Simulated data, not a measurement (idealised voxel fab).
process module | voxel wiring stack
cross-section cut | 240 nm wide | cells 5 nm
A cross-section is a grid of square cells, given in bands from the top down. A band is one or more rows of cells.
Each band's line starts with the height of the band's top and of its bottom, in nm. Then come its materials from left to right, each with its width in nm. One material with "throughout" fills the band from edge to edge. "air" is empty space.
Height 0 is the level under which the wafer as received is all one material. The lowest band goes on downwards, as in "0 down".
A width such as "30 to 40" changes by the same amount from each row of cells to the next, from the band's top row to its bottom row.
"no change" after a step means that no cell of the cross-section changed.
closed voids: empty space of 8 cells or more with no open way to the top, each as width x height at its distance from the left edge, in nm
after a step's settings: what the simulator itself notes on the step
overlay nm, on a step with a mask: how far to the right of its planned place the mask lay; to the left if negative
plan
1 op RECEIVE | material Si
2 op CONFORMAL_DEP | material SiO2 | thk nm 10
3 op DIRECTIONAL_DEP | material TiN | thk nm 5
4 op DIRECTIONAL_DEP | material Ru | thk nm 20
5 op MASKED_ETCH | tone cover | mask id METAL_1 | width nm 20 | pitch nm 40 | etch materials Ru | depth nm 20 | overlay nm 0
6 op MASKED_ETCH | tone cover | mask id METAL_1 | width nm 20 | pitch nm 40 | etch materials TiN | depth nm 5 | overlay nm 0
7 op FILL_DEP | material SiO2 | thk nm 5
8 op CMP | height nm 35
9 op CONFORMAL_DEP | material SiCN | thk nm 5
10 op DIRECTIONAL_DEP | material lowk | thk nm 10
11 op MASKED_ETCH | tone open | mask id PLUG_1 | width nm 15 | pitch nm 80 | etch materials lowk | depth nm 10 | overlay nm 0
12 op MASKED_ETCH | tone open | mask id PLUG_1 | width nm 15 | pitch nm 80 | etch materials SiCN | depth nm 5 | overlay nm 0
13 op CONFORMAL_DEP | material TiN | thk nm 5
14 op FILL_DEP | material Ru | thk nm 10
15 op CMP | height nm 50
16 op DIRECTIONAL_DEP | material TiN | thk nm 5
17 op DIRECTIONAL_DEP | material Ru | thk nm 20
18 op PATTERN | tone cover | mask id METAL_2 | material resist | width nm 20 | pitch nm 40 | thk nm 20 | overlay nm 0
19 op DIRECTIONAL_ETCH | etch materials Ru | depth nm 20
20 op DIRECTIONAL_ETCH | etch materials TiN | depth nm 5
21 op STRIP | etch materials resist
22 op CONFORMAL_DEP | material SiCN | thk nm 5
23 op FILL_DEP | material lowk | thk nm 5
24 op CMP | height nm 75
25 op CONFORMAL_DEP | material SiCN | thk nm 5
first wafer, as planned
as received, after step 1
  0 down: Si throughout
  closed voids: none
after step 2
  10 to 0: SiO2 throughout
  below 0: unchanged
after step 3
  15 to 10: TiN throughout
  below 10: unchanged
after step 4
  35 to 15: Ru throughout
  below 15: unchanged
after step 5
  35 to 15: air 70 | Ru 20 | air 20 | Ru 20 | air 20 | Ru 20 | air 70
  below 15: unchanged
after step 6
  35 to 15: air 70 | Ru 20 | air 20 | Ru 20 | air 20 | Ru 20 | air 70
  15 to 10: air 70 | TiN 20 | air 20 | TiN 20 | air 20 | TiN 20 | air 70
  below 10: unchanged
after step 7
  40 to 35: SiO2 throughout
  35 to 15: SiO2 70 | Ru 20 | SiO2 20 | Ru 20 | SiO2 20 | Ru 20 | SiO2 70
  15 to 10: SiO2 70 | TiN 20 | SiO2 20 | TiN 20 | SiO2 20 | TiN 20 | SiO2 70
  below 10: unchanged
after step 8
  35 to 15: SiO2 70 | Ru 20 | SiO2 20 | Ru 20 | SiO2 20 | Ru 20 | SiO2 70
  below 15: unchanged
after step 9
  40 to 35: SiCN throughout
  below 35: unchanged
after step 10
  50 to 40: lowk throughout
  below 40: unchanged
after step 11
  50 to 40: lowk 70 | air 15 | lowk 65 | air 15 | lowk 75
  below 40: unchanged
after step 12
  50 to 40: lowk 70 | air 15 | lowk 65 | air 15 | lowk 75
  40 to 35: SiCN 70 | air 15 | SiCN 65 | air 15 | SiCN 75
  below 35: unchanged
after step 13
  55 to 50: TiN 75 | air 5 | TiN 75 | air 5 | TiN 80
  50 to 40: lowk 70 | TiN 5 | air 5 | TiN 5 | lowk 65 | TiN 5 | air 5 | TiN 5 | lowk 75
  40 to 35: SiCN 70 | TiN 15 | SiCN 65 | TiN 15 | SiCN 75
  below 35: unchanged
after step 14
  65 to 55: Ru throughout
  55 to 50: TiN 75 | Ru 5 | TiN 75 | Ru 5 | TiN 80
  50 to 40: lowk 70 | TiN 5 | Ru 5 | TiN 5 | lowk 65 | TiN 5 | Ru 5 | TiN 5 | lowk 75
  below 40: unchanged
after step 15
  50 to 40: lowk 70 | TiN 5 | Ru 5 | TiN 5 | lowk 65 | TiN 5 | Ru 5 | TiN 5 | lowk 75
  below 40: unchanged
after step 16
  55 to 50: TiN throughout
  below 50: unchanged
after step 17
  75 to 55: Ru throughout
  below 55: unchanged
after step 18
  95 to 75: air 70 | resist 20 | air 20 | resist 20 | air 20 | resist 20 | air 70
  below 75: unchanged
after step 19
  95 to 75: air 70 | resist 20 | air 20 | resist 20 | air 20 | resist 20 | air 70
  75 to 55: air 70 | Ru 20 | air 20 | Ru 20 | air 20 | Ru 20 | air 70
  below 55: unchanged
after step 20
  95 to 75: air 70 | resist 20 | air 20 | resist 20 | air 20 | resist 20 | air 70
  75 to 55: air 70 | Ru 20 | air 20 | Ru 20 | air 20 | Ru 20 | air 70
  55 to 50: air 70 | TiN 20 | air 20 | TiN 20 | air 20 | TiN 20 | air 70
  below 50: unchanged
after step 21
  75 to 55: air 70 | Ru 20 | air 20 | Ru 20 | air 20 | Ru 20 | air 70
  below 55: unchanged
after step 22
  80 to 75: air 65 | SiCN 30 | air 10 | SiCN 30 | air 10 | SiCN 30 | air 65
  75 to 55: air 65 | SiCN 5 | Ru 20 | SiCN 5 | air 10 | SiCN 5 | Ru 20 | SiCN 5 | air 10 | SiCN 5 | Ru 20 | SiCN 5 | air 65
  55 to 50: SiCN 70 | TiN 20 | SiCN 20 | TiN 20 | SiCN 20 | TiN 20 | SiCN 70
  below 50: unchanged
after step 23
  85 to 80: lowk throughout
  80 to 75: lowk 65 | SiCN 30 | lowk 10 | SiCN 30 | lowk 10 | SiCN 30 | lowk 65
  75 to 55: lowk 65 | SiCN 5 | Ru 20 | SiCN 5 | lowk 10 | SiCN 5 | Ru 20 | SiCN 5 | lowk 10 | SiCN 5 | Ru 20 | SiCN 5 | lowk 65
  below 55: unchanged
after step 24
  75 to 55: lowk 65 | SiCN 5 | Ru 20 | SiCN 5 | lowk 10 | SiCN 5 | Ru 20 | SiCN 5 | lowk 10 | SiCN 5 | Ru 20 | SiCN 5 | lowk 65
  below 55: unchanged
after step 25
  80 to 75: SiCN throughout
  below 75: unchanged
second wafer: like start, like plan, one mistake. Through step 9 it matches the first wafer
when step 10 should have ended: no change
when step 11 should have ended: no change
when step 12 should have ended
  40 to 35: SiCN 70 | air 15 | SiCN 65 | air 15 | SiCN 75
  below 35: unchanged
when step 13 should have ended
  45 to 40: TiN 75 | air 5 | TiN 75 | air 5 | TiN 80
  40 to 35: SiCN 70 | TiN 15 | SiCN 65 | TiN 15 | SiCN 75
  below 35: unchanged
when step 14 should have ended
  55 to 45: Ru throughout
  45 to 40: TiN 75 | Ru 5 | TiN 75 | Ru 5 | TiN 80
  below 40: unchanged
when step 15 should have ended
  50 to 45: Ru throughout
  below 45: unchanged
when step 16 should have ended
  55 to 50: TiN throughout
  below 50: unchanged
when step 17 should have ended
  75 to 55: Ru throughout
  below 55: unchanged
when step 18 should have ended
  95 to 75: air 70 | resist 20 | air 20 | resist 20 | air 20 | resist 20 | air 70
  below 75: unchanged
when step 19 should have ended
  95 to 75: air 70 | resist 20 | air 20 | resist 20 | air 20 | resist 20 | air 70
  75 to 55: air 70 | Ru 20 | air 20 | Ru 20 | air 20 | Ru 20 | air 70
  below 55: unchanged
when step 20 should have ended
  95 to 75: air 70 | resist 20 | air 20 | resist 20 | air 20 | resist 20 | air 70
  75 to 55: air 70 | Ru 20 | air 20 | Ru 20 | air 20 | Ru 20 | air 70
  55 to 50: air 70 | TiN 20 | air 20 | TiN 20 | air 20 | TiN 20 | air 70
  below 50: unchanged
when step 21 should have ended
  75 to 55: air 70 | Ru 20 | air 20 | Ru 20 | air 20 | Ru 20 | air 70
  below 55: unchanged
when step 22 should have ended
  80 to 75: air 65 | SiCN 30 | air 10 | SiCN 30 | air 10 | SiCN 30 | air 65
  75 to 55: air 65 | SiCN 5 | Ru 20 | SiCN 5 | air 10 | SiCN 5 | Ru 20 | SiCN 5 | air 10 | SiCN 5 | Ru 20 | SiCN 5 | air 65
  55 to 50: SiCN 70 | TiN 20 | SiCN 20 | TiN 20 | SiCN 20 | TiN 20 | SiCN 70
  below 50: unchanged
when step 23 should have ended
  85 to 80: lowk throughout
  80 to 75: lowk 65 | SiCN 30 | lowk 10 | SiCN 30 | lowk 10 | SiCN 30 | lowk 65
  75 to 55: lowk 65 | SiCN 5 | Ru 20 | SiCN 5 | lowk 10 | SiCN 5 | Ru 20 | SiCN 5 | lowk 10 | SiCN 5 | Ru 20 | SiCN 5 | lowk 65
  below 55: unchanged
when step 24 should have ended
  75 to 55: lowk 65 | SiCN 5 | Ru 20 | SiCN 5 | lowk 10 | SiCN 5 | Ru 20 | SiCN 5 | lowk 10 | SiCN 5 | Ru 20 | SiCN 5 | lowk 65
  below 55: unchanged
when step 25 should have ended
  80 to 75: SiCN throughout
  below 75: unchanged
what went wrong: step 10 was left out
at the end the second wafer has, in cells: 46 more of Ru | 38 more of TiN | 84 fewer of lowk
